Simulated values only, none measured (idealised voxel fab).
This section sets out a process module, namely voxel transistor to metal.
For reference, the cross-section in this document is cut, with width 285 nm and square cells of 5 nm.
This document writes a cross-section as a grid whose cells are square, and gives it as bands, listed from the top down; one or more rows of cells form a band. Band entry format. Leading values: height of top, height of bottom, nm. Remainder: materials in left-to-right order, each with its width in nm. Special words: "all across" on a single material, which then fills the band edge to edge; "blank", empty space. Height reference: 0 = level under which incoming wafer is all one material. Lowest band: no bottom, runs on downward, e.g. "from 0 down". The two numbers in a width such as "30..40" mark its ends across the band: the first belongs to the top row of cells, the second to the bottom row, and from each row to the next the width moves by the same amount. The designation "stayed the same", where it is given for a processing step, indicates that no cell of the cross-section was altered in the course of that step. Empty spaces counting at least 8 cells and having no open way to the top are listed in "Closed void roster". The notation width x height at distance is used for each, the distance being from the left edge and all three values in nm. Heads up: the bit after the settings on a step's line is the simulator's remark on that step. The optional step-line setting "overlay nm" applies to steps with a mask and quantifies how far to the right of its planned location the mask lay, a negative value indicating leftward placement.
### Steps planned for the process
1. RECEIVE, material Si
2. OXIDIZE, depth nm 5
3. CONFORMAL_DEP, material SiN, thk nm 15
4. MASKED_ETCH, tone cover, mask id ACTIVE, width nm 115, pitch nm 140, etch materials SiN, depth nm 15, overlay nm 0
5. MASKED_ETCH, tone cover, mask id ACTIVE, width nm 115, pitch nm 140, etch materials SiO2, depth nm 5, overlay nm 0
6. MASKED_ETCH, tone cover, mask id ACTIVE, width nm 115, pitch nm 140, etch materials Si, depth nm 30, overlay nm 0
7. OXIDIZE, depth nm 5
8. FILL_DEP, material SiO2, thk nm 5
9. CMP, height nm 15
10. SELECTIVE_ETCH, etch materials SiO2, depth nm 5
11. STRIP, etch materials SiN
12. SELECTIVE_ETCH, etch materials SiO2, depth nm 5
13. OXIDIZE, depth nm 5
14. DIRECTIONAL_DEP, material polySi, thk nm 20
15. DIRECTIONAL_DEP, material SiCN, thk nm 10
16. DIRECTIONAL_DEP, material aC, thk nm 15
17. PATTERN, tone cover, mask id GATE, material resist, width nm 25, pitch nm 140, thk nm 30, overlay nm 0
18. DIRECTIONAL_ETCH, etch materials aC, depth nm 15
19. STRIP, etch materials resist
20. DIRECTIONAL_ETCH, etch materials SiCN, depth nm 20
21. DIRECTIONAL_ETCH, etch materials polySi, depth nm 30
22. STRIP, etch materials aC
23. CONFORMAL_DEP, material SiN, thk nm 10
24. DIRECTIONAL_ETCH, etch materials SiN, depth nm 10
25. DIRECTIONAL_ETCH, etch materials SiO2, depth nm 5
26. DIRECTIONAL_ETCH, etch materials Si, depth nm 15
27. EPI, material SiGe, thk nm 15
28. FILL_DEP, material SiO2, thk nm 5
29. CMP, height nm 15
30. STRIP, etch materials polySi
31. SELECTIVE_ETCH, etch materials SiO2, depth nm 5
32. CONFORMAL_DEP, material HfO2, thk nm 5
33. CONFORMAL_DEP, material TiN, thk nm 5
34. FILL_DEP, material W, thk nm 5
35. CMP, height nm 10
36. DIRECTIONAL_DEP, material SiO2, thk nm 15
37. MASKED_ETCH, tone open, mask id CONTACT, width nm 20, etch materials SiO2, depth nm 35, overlay nm 0
38. CONFORMAL_DEP, material TiN, thk nm 5
39. FILL_DEP, material Ru, thk nm 5
40. CMP, height nm 25
41. CONFORMAL_DEP, material SiCN, thk nm 5
42. DIRECTIONAL_DEP, material SiO2, thk nm 25
43. DIRECTIONAL_DEP, material aC, thk nm 10
44. PATTERN, tone open, mask id METAL_1, material resist, width nm 20, thk nm 30, overlay nm 0
45. DIRECTIONAL_ETCH, etch materials aC, depth nm 10
46. STRIP, etch materials resist
47. DIRECTIONAL_ETCH, etch materials SiO2, depth nm 25
48. DIRECTIONAL_ETCH, etch materials SiCN, depth nm 5
49. STRIP, etch materials aC
50. CONFORMAL_DEP, material TiN, thk nm 5
51. FILL_DEP, material W, thk nm 5
52. CMP, height nm 55
53. CONFORMAL_DEP, material SiCN, thk nm 5
54. DIRECTIONAL_DEP, material SiO2, thk nm 25
55. MASKED_ETCH, tone open, mask id METAL_2_HOLES, width nm 15, pitch nm 140, etch materials SiO2, depth nm 25, overlay nm 0
56. DIRECTIONAL_DEP, material aC, thk nm 10
57. PATTERN, tone open, mask id METAL_2, material resist, width nm 20, pitch nm 140, thk nm 25, overlay nm 0
58. DIRECTIONAL_ETCH, etch materials aC, depth nm 10
59. STRIP, etch materials resist
60. DIRECTIONAL_ETCH, etch materials SiO2, depth nm 15
61. DIRECTIONAL_ETCH, etch materials SiCN, depth nm 5
62. STRIP, etch materials aC
63. CONFORMAL_DEP, material TiN, thk nm 5
64. FILL_DEP, material Cu, thk nm 5
65. CMP, height nm 85
66. CONFORMAL_DEP, material SiCN, thk nm 5
### Cross-section: wafer on arrival = after step 1
* from 0 down  Si all across
* Closed void roster: none
### First of two wafers, end-of-module section, run followed plan
* from 90 to 85  SiCN all across
* from 85 to 75  SiO2: 20; TiN: 5; Cu: 10; TiN: 5; SiO2: 120; TiN: 5; Cu: 10; TiN: 5; SiO2: 105
* from 75 to 70  SiO2: 20; TiN: 5; Cu: 5; TiN: 10; SiO2: 120; TiN: 5; Cu: 5; TiN: 10; SiO2: 105
* from 70 to 60  SiO2: 20; TiN: 5; Cu: 5; TiN: 5; SiO2: 125; TiN: 5; Cu: 5; TiN: 5; SiO2: 110
* from 60 to 55  SiCN: 20; TiN: 15; SiCN: 125; TiN: 15; SiCN: 110
* from 55 to 30  SiO2: 20; TiN: 5; W: 10; TiN: 5; SiO2: 65; TiN: 5; W: 10; TiN: 5; SiO2: 35; TiN: 5; W: 10; TiN: 5; SiO2: 65; TiN: 5; W: 10; TiN: 5; SiO2: 20
* from 30 to 25  SiCN: 20; TiN: 20; SiCN: 65; TiN: 20; SiCN: 35; TiN: 20; SiCN: 65; TiN: 20; SiCN: 20
* from 25 to 10  SiO2: 20; TiN: 5; Ru: 10; TiN: 5; SiO2: 65; TiN: 5; Ru: 10; TiN: 5; SiO2: 35; TiN: 5; Ru: 10; TiN: 5; SiO2: 65; TiN: 5; Ru: 10; TiN: 5; SiO2: 20
* from 10 to 5  SiO2: 20; TiN: 5; Ru: 5; TiN: 10; SiO2: 10; SiN: 10; HfO2: 5; TiN: 5; W: 5; TiN: 5; HfO2: 5; SiN: 10; SiO2: 10; TiN: 10; Ru: 5; TiN: 5; SiO2: 35; TiN: 5; Ru: 5; TiN: 10; SiO2: 10; SiN: 10; HfO2: 5; TiN: 5; W: 5; TiN: 5; HfO2: 5; SiN: 10; SiO2: 10; TiN: 10; Ru: 5; TiN: 5; SiO2: 20
* from 5 to 0  SiO2: 10; SiN: 10; TiN: 5; Ru: 5; TiN: 5; SiGe: 15; SiN: 10; HfO2: 5; TiN: 5; W: 5; TiN: 5; HfO2: 5; SiN: 10; SiGe: 15; TiN: 5; Ru: 5; TiN: 5; SiN: 10; SiO2: 15; SiN: 10; TiN: 5; Ru: 5; TiN: 5; SiGe: 15; SiN: 10; HfO2: 5; TiN: 5; W: 5; TiN: 5; HfO2: 5; SiN: 10; SiGe: 15; TiN: 5; Ru: 5; TiN: 5; SiN: 10; SiO2: 10
* from 0 to -5  SiO2: 10; SiN: 10; TiN: 5; Ru: 5; TiN: 5; SiGe: 15; SiN: 10; HfO2: 5; TiN: 15; HfO2: 5; SiN: 10; SiGe: 15; TiN: 5; Ru: 5; TiN: 5; SiN: 10; SiO2: 15; SiN: 10; TiN: 5; Ru: 5; TiN: 5; SiGe: 15; SiN: 10; HfO2: 5; TiN: 15; HfO2: 5; SiN: 10; SiGe: 15; TiN: 5; Ru: 5; TiN: 5; SiN: 10; SiO2: 10
* from -5 to -10  SiO2: 20; TiN: 15; SiGe: 15; SiO2: 5; HfO2: 35; SiO2: 5; SiGe: 15; TiN: 15; SiO2: 35; TiN: 15; SiGe: 15; SiO2: 5; HfO2: 35; SiO2: 5; SiGe: 15; TiN: 15; SiO2: 20
* from -10 to -25  SiO2: 20; SiGe: 30; Si: 45; SiGe: 30; SiO2: 35; SiGe: 30; Si: 45; SiGe: 30; SiO2: 20
* from -25 to -40  SiO2: 20; Si: 105; SiO2: 35; Si: 105; SiO2: 20
* from -40 down  Si all across
* Closed void roster: none
### Same start, same plan as the first wafer - but one mistake in the run. Cross-section of the second of the two at the end of the module
* from 90 to 85  SiCN all across
* from 85 to 75  SiO2: 20; TiN: 5; Cu: 10; TiN: 5; SiO2: 120; TiN: 5; Cu: 10; TiN: 5; SiO2: 105
* from 75 to 70  SiO2: 20; TiN: 5; Cu: 5; TiN: 10; SiO2: 120; TiN: 5; Cu: 5; TiN: 10; SiO2: 105
* from 70 to 60  SiO2: 20; TiN: 5; Cu: 5; TiN: 5; SiO2: 125; TiN: 5; Cu: 5; TiN: 5; SiO2: 110
* from 60 to 55  SiCN: 20; TiN: 15; SiCN: 125; TiN: 15; SiCN: 110
* from 55 to 30  SiO2: 20; TiN: 5; W: 10; TiN: 5; SiO2: 65; TiN: 5; W: 10; TiN: 5; SiO2: 35; TiN: 5; W: 10; TiN: 5; SiO2: 65; TiN: 5; W: 10; TiN: 5; SiO2: 20
* from 30 to 25  SiCN: 20; TiN: 20; SiCN: 65; TiN: 20; SiCN: 35; TiN: 20; SiCN: 65; TiN: 20; SiCN: 20
* from 25 to 10  SiO2: 20; TiN: 5; Ru: 10; TiN: 5; SiO2: 65; TiN: 5; Ru: 10; TiN: 5; SiO2: 35; TiN: 5; Ru: 10; TiN: 5; SiO2: 65; TiN: 5; Ru: 10; TiN: 5; SiO2: 20
* from 10 to 5  SiO2: 20; TiN: 5; Ru: 5; TiN: 10; SiO2: 10; SiN: 10; HfO2: 5; TiN: 5; W: 10; TiN: 5; HfO2: 5; SiN: 10; SiO2: 5; TiN: 20; SiO2: 35; TiN: 5; Ru: 5; TiN: 10; SiO2: 10; SiN: 10; HfO2: 5; TiN: 5; W: 10; TiN: 5; HfO2: 5; SiN: 10; SiO2: 5; TiN: 20; SiO2: 20
* from 5 to 0  SiO2: 10; SiN: 10; TiN: 5; Ru: 5; TiN: 5; SiGe: 15; SiN: 10; HfO2: 5; TiN: 5; W: 10; TiN: 5; HfO2: 5; SiN: 10; SiGe: 15; TiN: 10; SiN: 10; SiO2: 15; SiN: 10; TiN: 5; Ru: 5; TiN: 5; SiGe: 15; SiN: 10; HfO2: 5; TiN: 5; W: 10; TiN: 5; HfO2: 5; SiN: 10; SiGe: 15; TiN: 10; SiN: 10; SiO2: 10
* from 0 to -5  SiO2: 10; SiN: 10; TiN: 5; Ru: 5; TiN: 5; SiGe: 15; SiN: 10; HfO2: 5; TiN: 20; HfO2: 5; SiN: 10; SiGe: 15; TiN: 10; SiN: 10; SiO2: 15; SiN: 10; TiN: 5; Ru: 5; TiN: 5; SiGe: 15; SiN: 10; HfO2: 5; TiN: 20; HfO2: 5; SiN: 10; SiGe: 15; TiN: 10; SiN: 10; SiO2: 10
* from -5 to -10  SiO2: 20; TiN: 15; SiGe: 15; SiO2: 5; HfO2: 40; SiO2: 5; SiGe: 15; TiN: 10; SiO2: 35; TiN: 15; SiGe: 15; SiO2: 5; HfO2: 40; SiO2: 5; SiGe: 15; TiN: 10; SiO2: 20
* from -10 to -25  SiO2: 20; SiGe: 30; Si: 50; SiGe: 25; SiO2: 35; SiGe: 30; Si: 50; SiGe: 25; SiO2: 20
* from -25 to -40  SiO2: 20; Si: 105; SiO2: 35; Si: 105; SiO2: 20
* from -40 down  Si all across
* Closed void roster: none
Run error: step 17 ran differently from the plan; actual operation with settings: PATTERN, tone cover, mask id GATE, material resist, width nm 30, pitch nm 140, thk nm 30, overlay nm 0
Wafer comparison, final, in cells, second relative to first, materials more or fewer: +2 HfO2, -6 Ru, +6 Si, -6 SiGe, -2 SiO2, +2 TiN, +4 W
